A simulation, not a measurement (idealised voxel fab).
Process module in this document: voxel ribs on slabs
This is section cut - it's 165 nm across, gridded in 5 nm square cells.
If you're reading a cross-section in this doc, picture square cells in a grid; it comes to you as bands, top ones listed first down to the bottom, and a band can be one or more rows of cells.
Each band's line starts with the height of the band's top and of its bottom, in nm. Then come its materials from left to right, each with its width in nm. One material with "full width" fills the band from edge to edge. "air" is empty space.
All heights in this document are referenced to 0, defined as the level beneath which the wafer, as received, consists entirely of one material. The lowest band is not bounded below; it extends indefinitely downward and is written in the form "0 down".
With a width like "30 to 40", each row of cells in the band differs from the next by the same amount, the top row carrying the first number and the bottom row the second.
Step marked "identical to before"? Then no cell in the cross-section changed in it.
Closed void register: empty space of 8 cells or more with no open way to the top, each as width x height at its distance from the left edge, in nm
after a step's settings: what the simulator itself notes on the step
Each step line may optionally specify "overlay nm", which for a step with a mask gives the rightward distance between the mask's planned place and where it lay, a negative value indicating the leftward direction.
So here's the lineup of process steps we planned:
1) op RECEIVE | material Si
2) op DIRECTIONAL_DEP | material SiO2 | thk nm 30
3) op DIRECTIONAL_DEP | material SiN | thk nm 25
4) op MASKED_ETCH | tone cover | mask id RIB | width nm 25 | etch materials SiN | depth nm 15 | overlay nm 0
5) op DIRECTIONAL_DEP | material aC | thk nm 15
6) op PATTERN | tone cover | mask id SLAB | material resist | width nm 55 | thk nm 30 | overlay nm 0
7) op DIRECTIONAL_ETCH | etch materials aC | depth nm 15
8) op STRIP | etch materials resist
9) op DIRECTIONAL_ETCH | etch materials SiN | depth nm 10
10) op STRIP | etch materials aC
11) op FILL_DEP | material SiO2 | thk nm 15
12) op CMP | height nm 65
13) op DIRECTIONAL_DEP | material W | thk nm 5
14) op PATTERN | tone cover | mask id HEATER | material resist | width nm 35 | thk nm 20 | overlay nm 0
15) op DIRECTIONAL_ETCH | etch materials W | depth nm 5
16) op STRIP | etch materials resist
17) op CONFORMAL_DEP | material SiO2 | thk nm 5
First of two wafers, with the run carried out as planned:
Received-state cross-section, reflecting completion of step 1:
- 0 down | Si full width
- Closed void register: none
Wafer after step 2 (cross-section):
- 30 to 0 | SiO2 full width
- below 0: unchanged
Wafer after step 3 (cross-section):
- 55 to 30 | SiN full width
- below 30: unchanged
Wafer after step 4 (cross-section):
- 55 to 40 | air 70 nm  SiN 25 nm  air 70 nm
- below 40: unchanged
Wafer after step 5 (cross-section):
- 70 to 55 | air 70 nm  aC 25 nm  air 70 nm
- 55 to 40 | aC 70 nm  SiN 25 nm  aC 70 nm
- below 40: unchanged
Wafer after step 6 (cross-section):
- 100 to 70 | air 55 nm  resist 55 nm  air 55 nm
- 70 to 55 | air 55 nm  resist 15 nm  aC 25 nm  resist 15 nm  air 55 nm
- below 55: unchanged
Wafer after step 7 (cross-section):
- 85 to 70 | air 55 nm  resist 55 nm  air 55 nm
- 70 to 55 | air 55 nm  resist 15 nm  aC 25 nm  resist 15 nm  air 55 nm
- 55 to 40 | air 55 nm  aC 15 nm  SiN 25 nm  aC 15 nm  air 55 nm
- below 40: unchanged
Wafer after step 8 (cross-section):
- 70 to 55 | air 70 nm  aC 25 nm  air 70 nm
- below 55: unchanged
Wafer after step 9 (cross-section):
- 70 to 55 | air 70 nm  aC 25 nm  air 70 nm
- 55 to 40 | air 55 nm  aC 15 nm  SiN 25 nm  aC 15 nm  air 55 nm
- 40 to 30 | air 55 nm  SiN 55 nm  air 55 nm
- below 30: unchanged
Wafer after step 10 (cross-section):
- 55 to 40 | air 70 nm  SiN 25 nm  air 70 nm
- below 40: unchanged
Wafer after step 11 (cross-section):
- 70 to 55 | SiO2 full width
- 55 to 40 | SiO2 70 nm  SiN 25 nm  SiO2 70 nm
- 40 to 30 | SiO2 55 nm  SiN 55 nm  SiO2 55 nm
- below 30: unchanged
Wafer after step 12 (cross-section):
- 65 to 55 | SiO2 full width
- below 55: unchanged
Wafer after step 13 (cross-section):
- 70 to 65 | W full width
- below 65: unchanged
Wafer after step 14 (cross-section):
- 90 to 70 | air 65 nm  resist 35 nm  air 65 nm
- below 70: unchanged
Wafer after step 15 (cross-section):
- 90 to 70 | air 65 nm  resist 35 nm  air 65 nm
- 70 to 65 | air 65 nm  W 35 nm  air 65 nm
- below 65: unchanged
Wafer after step 16 (cross-section):
- 70 to 65 | air 65 nm  W 35 nm  air 65 nm
- below 65: unchanged
Wafer after step 17 (cross-section):
- 75 to 70 | air 60 nm  SiO2 45 nm  air 60 nm
- 70 to 65 | SiO2 65 nm  W 35 nm  SiO2 65 nm
- below 65: unchanged
Wafer two of the pair: same origin, same plan, one error during the run; identical to wafer one up to and including step 13:
Second wafer profile in section, at the moment step 14 of the plan was meant to be complete:
- 90 to 70 | air 65 nm  resist 40 nm  air 60 nm
- below 70: unchanged
Second wafer profile in section, at the moment step 15 of the plan was meant to be complete:
- 90 to 70 | air 65 nm  resist 40 nm  air 60 nm
- 70 to 65 | air 65 nm  W 40 nm  air 60 nm
- below 65: unchanged
Second wafer profile in section, at the moment step 16 of the plan was meant to be complete:
- 70 to 65 | air 65 nm  W 40 nm  air 60 nm
- below 65: unchanged
Second wafer profile in section, at the moment step 17 of the plan was meant to be complete:
- 75 to 70 | air 60 nm  SiO2 50 nm  air 55 nm
- 70 to 65 | SiO2 65 nm  W 40 nm  SiO2 60 nm
- below 65: unchanged
Short version of what went wrong: step 14 ran as: op PATTERN | tone cover | mask id HEATER | material resist | width nm 40 | thk nm 20 | overlay nm 0
Counted in cells at the end, the second wafer holds more or fewer of these materials than the first: 1 more of W
